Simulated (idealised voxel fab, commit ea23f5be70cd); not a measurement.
process module | voxel quadruple lines
cross-section cut | 230 nm wide | cells 5 nm
A cross-section is a grid of square cells, given in bands from the top down. A band is one or more rows of cells.
Each band's line starts with the height of the band's top and of its bottom, in nm. Then come its materials from left to right, each with its width in nm. One material with "throughout" fills the band from edge to edge. "air" is empty space.
Height 0 is the level under which the wafer as received is all one material. The lowest band goes on downwards, as in "0 down".
A width such as "30 to 40" changes by the same amount from each row of cells to the next, from the band's top row to its bottom row.
"no change" after a step means that no cell of the cross-section changed.
closed voids: empty space of 8 cells or more with no open way to the top, each as width x height at its distance from the left edge, in nm
after a step's settings: what the simulator itself notes on the step
overlay nm, on a step with a mask: how far to the right of its planned place the mask lay; to the left if negative
plan
1 op RECEIVE | material Si
2 op CONFORMAL_DEP | material SiO2 | thk nm 10
3 op DIRECTIONAL_DEP | material Ru | thk nm 10
4 op DIRECTIONAL_DEP | material polySi | thk nm 20
5 op DIRECTIONAL_DEP | material aC | thk nm 20
6 op PATTERN | tone cover | mask id MANDREL | material resist | width nm 35 | pitch nm 100 | thk nm 30 | overlay nm 0
7 op DIRECTIONAL_ETCH | etch materials aC | depth nm 20
8 op STRIP | etch materials resist
9 op CONFORMAL_DEP | material SiO2 | thk nm 15
10 op DIRECTIONAL_ETCH | etch materials SiO2 | depth nm 15
11 op STRIP | etch materials aC
12 op DIRECTIONAL_ETCH | etch materials polySi | depth nm 20
13 op STRIP | etch materials SiO2
14 op CONFORMAL_DEP | material SiN | thk nm 10
15 op DIRECTIONAL_ETCH | etch materials SiN | depth nm 10
16 op STRIP | etch materials polySi
17 op DIRECTIONAL_ETCH | etch materials Ru | depth nm 10
18 op STRIP | etch materials SiN
first wafer, as planned
as received, after step 1
  0 down: Si throughout
  closed voids: none
after step 2
  10 to 0: SiO2 throughout
  below 0: unchanged
after step 3
  20 to 10: Ru throughout
  below 10: unchanged
after step 4
  40 to 20: polySi throughout
  below 20: unchanged
after step 5
  60 to 40: aC throughout
  below 40: unchanged
after step 6
  90 to 60: air 45 | resist 35 | air 65 | resist 35 | air 50
  below 60: unchanged
after step 7
  70 to 60: air 45 | resist 35 | air 65 | resist 35 | air 50
  60 to 40: air 45 | aC 35 | air 65 | aC 35 | air 50
  below 40: unchanged
after step 8
  60 to 40: air 45 | aC 35 | air 65 | aC 35 | air 50
  below 40: unchanged
after step 9
  75 to 60: air 30 | SiO2 65 | air 35 | SiO2 65 | air 35
  60 to 55: air 30 | SiO2 15 | aC 35 | SiO2 15 | air 35 | SiO2 15 | aC 35 | SiO2 15 | air 35
  55 to 40: SiO2 45 | aC 35 | SiO2 65 | aC 35 | SiO2 50
  below 40: unchanged
after step 10
  60 to 40: air 30 | SiO2 15 | aC 35 | SiO2 15 | air 35 | SiO2 15 | aC 35 | SiO2 15 | air 35
  below 40: unchanged
after step 11
  60 to 40: air 30 | SiO2 15 | air 35 | SiO2 15 | air 35 | SiO2 15 | air 35 | SiO2 15 | air 35
  below 40: unchanged
after step 12
  60 to 40: air 30 | SiO2 15 | air 35 | SiO2 15 | air 35 | SiO2 15 | air 35 | SiO2 15 | air 35
  40 to 20: air 30 | polySi 15 | air 35 | polySi 15 | air 35 | polySi 15 | air 35 | polySi 15 | air 35
  below 20: unchanged
after step 13
  40 to 20: air 30 | polySi 15 | air 35 | polySi 15 | air 35 | polySi 15 | air 35 | polySi 15 | air 35
  below 20: unchanged
after step 14
  50 to 40: air 20 | SiN 35 | air 15 | SiN 35 | air 15 | SiN 35 | air 15 | SiN 35 | air 25
  40 to 30: air 20 | SiN 10 | polySi 15 | SiN 10 | air 15 | SiN 10 | polySi 15 | SiN 10 | air 15 | SiN 10 | polySi 15 | SiN 10 | air 15 | SiN 10 | polySi 15 | SiN 10 | air 25
  30 to 20: SiN 30 | polySi 15 | SiN 35 | polySi 15 | SiN 35 | polySi 15 | SiN 35 | polySi 15 | SiN 35
  below 20: unchanged
after step 15
  40 to 20: air 20 | SiN 10 | polySi 15 | SiN 10 | air 15 | SiN 10 | polySi 15 | SiN 10 | air 15 | SiN 10 | polySi 15 | SiN 10 | air 15 | SiN 10 | polySi 15 | SiN 10 | air 25
  below 20: unchanged
after step 16
  40 to 20: air 20 | SiN 10 | air 15 | SiN 10 | air 15 | SiN 10 | air 15 | SiN 10 | air 15 | SiN 10 | air 15 | SiN 10 | air 15 | SiN 10 | air 15 | SiN 10 | air 25
  below 20: unchanged
after step 17
  40 to 20: air 20 | SiN 10 | air 15 | SiN 10 | air 15 | SiN 10 | air 15 | SiN 10 | air 15 | SiN 10 | air 15 | SiN 10 | air 15 | SiN 10 | air 15 | SiN 10 | air 25
  20 to 10: air 20 | Ru 10 | air 15 | Ru 10 | air 15 | Ru 10 | air 15 | Ru 10 | air 15 | Ru 10 | air 15 | Ru 10 | air 15 | Ru 10 | air 15 | Ru 10 | air 25
  below 10: unchanged
after step 18
  20 to 10: air 20 | Ru 10 | air 15 | Ru 10 | air 15 | Ru 10 | air 15 | Ru 10 | air 15 | Ru 10 | air 15 | Ru 10 | air 15 | Ru 10 | air 15 | Ru 10 | air 25
  below 10: unchanged
second wafer: like start, like plan, one mistake. Through step 5 it matches the first wafer
when step 6 should have ended
  90 to 60: air 55 | resist 35 | air 65 | resist 35 | air 40
  below 60: unchanged
when step 7 should have ended
  70 to 60: air 55 | resist 35 | air 65 | resist 35 | air 40
  60 to 40: air 55 | aC 35 | air 65 | aC 35 | air 40
  below 40: unchanged
when step 8 should have ended
  60 to 40: air 55 | aC 35 | air 65 | aC 35 | air 40
  below 40: unchanged
when step 9 should have ended
  75 to 60: air 40 | SiO2 65 | air 35 | SiO2 65 | air 25
  60 to 55: air 40 | SiO2 15 | aC 35 | SiO2 15 | air 35 | SiO2 15 | aC 35 | SiO2 15 | air 25
  55 to 40: SiO2 55 | aC 35 | SiO2 65 | aC 35 | SiO2 40
  below 40: unchanged
when step 10 should have ended
  60 to 40: air 40 | SiO2 15 | aC 35 | SiO2 15 | air 35 | SiO2 15 | aC 35 | SiO2 15 | air 25
  below 40: unchanged
when step 11 should have ended
  60 to 40: air 40 | SiO2 15 | air 35 | SiO2 15 | air 35 | SiO2 15 | air 35 | SiO2 15 | air 25
  below 40: unchanged
when step 12 should have ended
  60 to 40: air 40 | SiO2 15 | air 35 | SiO2 15 | air 35 | SiO2 15 | air 35 | SiO2 15 | air 25
  40 to 20: air 40 | polySi 15 | air 35 | polySi 15 | air 35 | polySi 15 | air 35 | polySi 15 | air 25
  below 20: unchanged
when step 13 should have ended
  40 to 20: air 40 | polySi 15 | air 35 | polySi 15 | air 35 | polySi 15 | air 35 | polySi 15 | air 25
  below 20: unchanged
when step 14 should have ended
  50 to 40: air 30 | SiN 35 | air 15 | SiN 35 | air 15 | SiN 35 | air 15 | SiN 35 | air 15
  40 to 30: air 30 | SiN 10 | polySi 15 | SiN 10 | air 15 | SiN 10 | polySi 15 | SiN 10 | air 15 | SiN 10 | polySi 15 | SiN 10 | air 15 | SiN 10 | polySi 15 | SiN 10 | air 15
  30 to 20: SiN 40 | polySi 15 | SiN 35 | polySi 15 | SiN 35 | polySi 15 | SiN 35 | polySi 15 | SiN 25
  below 20: unchanged
when step 15 should have ended
  40 to 20: air 30 | SiN 10 | polySi 15 | SiN 10 | air 15 | SiN 10 | polySi 15 | SiN 10 | air 15 | SiN 10 | polySi 15 | SiN 10 | air 15 | SiN 10 | polySi 15 | SiN 10 | air 15
  below 20: unchanged
when step 16 should have ended
  40 to 20: air 30 | SiN 10 | air 15 | SiN 10 | air 15 | SiN 10 | air 15 | SiN 10 | air 15 | SiN 10 | air 15 | SiN 10 | air 15 | SiN 10 | air 15 | SiN 10 | air 15
  below 20: unchanged
when step 17 should have ended
  40 to 20: air 30 | SiN 10 | air 15 | SiN 10 | air 15 | SiN 10 | air 15 | SiN 10 | air 15 | SiN 10 | air 15 | SiN 10 | air 15 | SiN 10 | air 15 | SiN 10 | air 15
  20 to 10: air 30 | Ru 10 | air 15 | Ru 10 | air 15 | Ru 10 | air 15 | Ru 10 | air 15 | Ru 10 | air 15 | Ru 10 | air 15 | Ru 10 | air 15 | Ru 10 | air 15
  below 10: unchanged
when step 18 should have ended
  20 to 10: air 30 | Ru 10 | air 15 | Ru 10 | air 15 | Ru 10 | air 15 | Ru 10 | air 15 | Ru 10 | air 15 | Ru 10 | air 15 | Ru 10 | air 15 | Ru 10 | air 15
  below 10: unchanged
what went wrong: step 6 ran as: op PATTERN | tone cover | mask id MANDREL | material resist | width nm 35 | pitch nm 100 | thk nm 30 | overlay nm 10
at the end the second wafer has, in cells: as many of each material as the first, in other places
